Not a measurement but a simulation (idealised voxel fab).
Title: Process Module voxel wiring stack
Square cell edge 5 nm, section width 185 nm, ID cut.
If you're reading a cross-section in this doc, picture square cells in a grid; it comes to you as bands, top ones listed first down to the bottom, and a band can be one or more rows of cells.
A band entry consists of two parts. The first gives the height of the band's top and the height of its bottom, in nm. The rest lists the band's materials from left to right, each with its width in nm. A single material labelled with the word "everywhere" fills the band from edge to edge, and the word "empty" marks empty space.
Where do heights start? At 0: under that level the wafer as delivered is made of one material only. And the lowest band has no floor; it just carries on downward, as in "0 nm and below".
When a width is written as two numbers, as in "30->40", the first number is the width in the top row of cells of the band and the second is the width in its bottom row, and the width changes by the same amount from each row to the next.
"no alteration", as given for a step, is the statement that not any cell of the cross-section underwent a change during that step.
"Unvented cavities" lists enclosed empty spaces (at least 8 cells, no open path upward to the top), each as width x height at distance from the left edge, in nm.
after a step's settings: what the simulator itself notes on the step
If you see "overlay nm" on a step's line and that step has a mask, it's telling you how far right of where it was planned the mask ended up; a negative number means it went left instead.

PROCESS STEPS (PLANNED)
1) RECEIVE with material Si
2) CONFORMAL_DEP with material SiO2, thk nm 15
3) DIRECTIONAL_DEP with material TiN, thk nm 5
4) DIRECTIONAL_DEP with material W, thk nm 25
5) DIRECTIONAL_DEP with material aC, thk nm 10
6) PATTERN with tone cover, mask id METAL_1, material resist, width nm 25, pitch nm 55, thk nm 30, overlay nm 0
7) DIRECTIONAL_ETCH with etch materials aC, depth nm 10
8) STRIP with etch materials resist
9) DIRECTIONAL_ETCH with etch materials W, depth nm 25
10) DIRECTIONAL_ETCH with etch materials TiN, depth nm 5
11) STRIP with etch materials aC
12) CONFORMAL_DEP with material SiN, thk nm 5
13) FILL_DEP with material lowk, thk nm 5
14) CMP with height nm 45
15) CONFORMAL_DEP with material SiCN, thk nm 5
16) DIRECTIONAL_DEP with material lowk, thk nm 20
17) DIRECTIONAL_DEP with material aC, thk nm 10
18) PATTERN with tone open, mask id PLUG_1, material resist, width nm 15, pitch nm 110, thk nm 25, overlay nm 0
19) DIRECTIONAL_ETCH with etch materials aC, depth nm 10
20) STRIP with etch materials resist
21) DIRECTIONAL_ETCH with etch materials lowk, depth nm 20
22) DIRECTIONAL_ETCH with etch materials SiCN, depth nm 5
23) STRIP with etch materials aC
24) CONFORMAL_DEP with material TiN, thk nm 5
25) FILL_DEP with material W, thk nm 5
26) CMP with height nm 70
27) CONFORMAL_DEP with material SiN, thk nm 5
28) DIRECTIONAL_DEP with material lowk, thk nm 15
29) MASKED_ETCH with tone open, mask id METAL_2, width nm 25, pitch nm 55, etch materials lowk, depth nm 15, overlay nm 0
30) MASKED_ETCH with tone open, mask id METAL_2, width nm 25, pitch nm 55, etch materials SiN, depth nm 5, overlay nm 0
31) CONFORMAL_DEP with material TiN, thk nm 5
32) FILL_DEP with material Cu, thk nm 10
33) CMP with height nm 90
34) EPI with material Ru, thk nm 5
35) FILL_DEP with material SiCN, thk nm 5
36) DIRECTIONAL_DEP with material lowk, thk nm 10
37) PATTERN with tone open, mask id PLUG_2, material resist, width nm 15, pitch nm 55, thk nm 15, overlay nm 0
38) DIRECTIONAL_ETCH with etch materials lowk, depth nm 10
39) DIRECTIONAL_ETCH with etch materials SiCN, depth nm 5
40) STRIP with etch materials resist
41) CONFORMAL_DEP with material TiN, thk nm 5
42) FILL_DEP with material W, thk nm 10
43) CMP with height nm 110
44) CONFORMAL_DEP with material SiCN, thk nm 5
45) DIRECTIONAL_DEP with material lowk, thk nm 15
46) MASKED_ETCH with tone open, mask id METAL_3, width nm 25, pitch nm 55, etch materials lowk, depth nm 15, overlay nm 0
47) MASKED_ETCH with tone open, mask id METAL_3, width nm 25, pitch nm 55, etch materials SiCN, depth nm 5, overlay nm 0
48) CONFORMAL_DEP with material TiN, thk nm 5
49) FILL_DEP with material Ru, thk nm 10
50) CMP with height nm 130
51) EPI with material Ru, thk nm 5
52) FILL_DEP with material SiCN, thk nm 5

HERE'S WHAT THE WAFER LOOKED LIKE IN CROSS-SECTION WHEN IT ARRIVED - THAT'S AFTER STEP 1
* 0 nm and below | Si everywhere
* Unvented cavities: none

POST-MODULE CROSS-SECTION OF THE FIRST OF TWO WAFERS (RUN PER PLAN)
* 140 nm to 135 nm | SiCN everywhere
* 135 nm to 130 nm | SiCN (20) / Ru (35) / SiCN (20) / Ru (35) / SiCN (20) / Ru (35) / SiCN (20)
* 130 nm to 115 nm | lowk (25) / TiN (5) / Ru (15) / TiN (5) / lowk (30) / TiN (5) / Ru (15) / TiN (5) / lowk (30) / TiN (5) / Ru (15) / TiN (5) / lowk (25)
* 115 nm to 110 nm | SiCN (25) / TiN (25) / SiCN (30) / TiN (25) / SiCN (30) / TiN (25) / SiCN (25)
* 110 nm to 100 nm | lowk (25) / TiN (5) / W (5) / TiN (5) / lowk (40) / TiN (5) / W (5) / TiN (5) / lowk (40) / TiN (5) / W (5) / TiN (5) / lowk (35)
* 100 nm to 95 nm | SiCN (25) / TiN (15) / SiCN (40) / TiN (15) / SiCN (40) / TiN (15) / SiCN (35)
* 95 nm to 90 nm | SiCN (20) / Ru (35) / SiCN (20) / Ru (35) / SiCN (20) / Ru (35) / SiCN (20)
* 90 nm to 75 nm | lowk (25) / TiN (5) / Cu (15) / TiN (5) / lowk (30) / TiN (5) / Cu (15) / TiN (5) / lowk (30) / TiN (5) / Cu (15) / TiN (5) / lowk (25)
* 75 nm to 70 nm | SiN (25) / TiN (25) / SiN (30) / TiN (25) / SiN (30) / TiN (25) / SiN (25)
* 70 nm to 50 nm | lowk (25) / TiN (5) / W (5) / TiN (5) / lowk (95) / TiN (5) / W (5) / TiN (5) / lowk (35)
* 50 nm to 45 nm | SiCN (25) / TiN (15) / SiCN (95) / TiN (15) / SiCN (35)
* 45 nm to 20 nm | lowk (20) / SiN (5) / W (25) / SiN (5) / lowk (20) / SiN (5) / W (25) / SiN (5) / lowk (20) / SiN (5) / W (25) / SiN (5) / lowk (20)
* 20 nm to 15 nm | SiN (25) / TiN (25) / SiN (30) / TiN (25) / SiN (30) / TiN (25) / SiN (25)
* 15 nm to 0 nm | SiO2 everywhere
* 0 nm and below | Si everywhere
* Unvented cavities: none

SECOND WAFER OF THE TWO, SECTIONED AT THE END OF THE MODULE. IT BEGAN LIKE THE FIRST AND FOLLOWED THE SAME PLAN, BUT ONE MISTAKE WAS MADE WHILE RUNNING IT
* 140 nm to 135 nm | SiCN everywhere
* 135 nm to 130 nm | SiCN (20) / Ru (35) / SiCN (20) / Ru (35) / SiCN (20) / Ru (35) / SiCN (20)
* 130 nm to 115 nm | lowk (25) / TiN (5) / Ru (15) / TiN (5) / lowk (30) / TiN (5) / Ru (15) / TiN (5) / lowk (30) / TiN (5) / Ru (15) / TiN (5) / lowk (25)
* 115 nm to 110 nm | SiCN (25) / TiN (25) / SiCN (30) / TiN (25) / SiCN (30) / TiN (25) / SiCN (25)
* 110 nm to 100 nm | lowk (25) / TiN (5) / W (5) / TiN (5) / lowk (40) / TiN (5) / W (5) / TiN (5) / lowk (40) / TiN (5) / W (5) / TiN (5) / lowk (35)
* 100 nm to 95 nm | SiCN (25) / TiN (15) / SiCN (40) / TiN (15) / SiCN (40) / TiN (15) / SiCN (35)
* 95 nm to 90 nm | SiCN (20) / Ru (35) / SiCN (20) / Ru (35) / SiCN (20) / Ru (35) / SiCN (20)
* 90 nm to 85 nm | lowk (25) / TiN (5) / Cu (15) / TiN (5) / lowk (30) / TiN (5) / Cu (15) / TiN (5) / lowk (30) / TiN (5) / Cu (15) / TiN (5) / lowk (25)
* 85 nm to 80 nm | SiN (25) / TiN (25) / SiN (30) / TiN (25) / SiN (30) / TiN (25) / SiN (25)
* 80 nm to 70 nm | SiN everywhere
* 70 nm to 50 nm | lowk (25) / TiN (5) / W (5) / TiN (5) / lowk (95) / TiN (5) / W (5) / TiN (5) / lowk (35)
* 50 nm to 45 nm | SiCN (25) / TiN (15) / SiCN (95) / TiN (15) / SiCN (35)
* 45 nm to 20 nm | lowk (20) / SiN (5) / W (25) / SiN (5) / lowk (20) / SiN (5) / W (25) / SiN (5) / lowk (20) / SiN (5) / W (25) / SiN (5) / lowk (20)
* 20 nm to 15 nm | SiN (25) / TiN (25) / SiN (30) / TiN (25) / SiN (30) / TiN (25) / SiN (25)
* 15 nm to 0 nm | SiO2 everywhere
* 0 nm and below | Si everywhere
* Unvented cavities: none
So what did we get wrong on this run? contrary to plan, step 27 was performed as CONFORMAL_DEP with material SiN, thk nm 15
Materials where the second wafer ends with more or fewer cells than the first: 18 fewer of Cu | 74 more of SiN | 12 fewer of TiN | 44 fewer of lowk
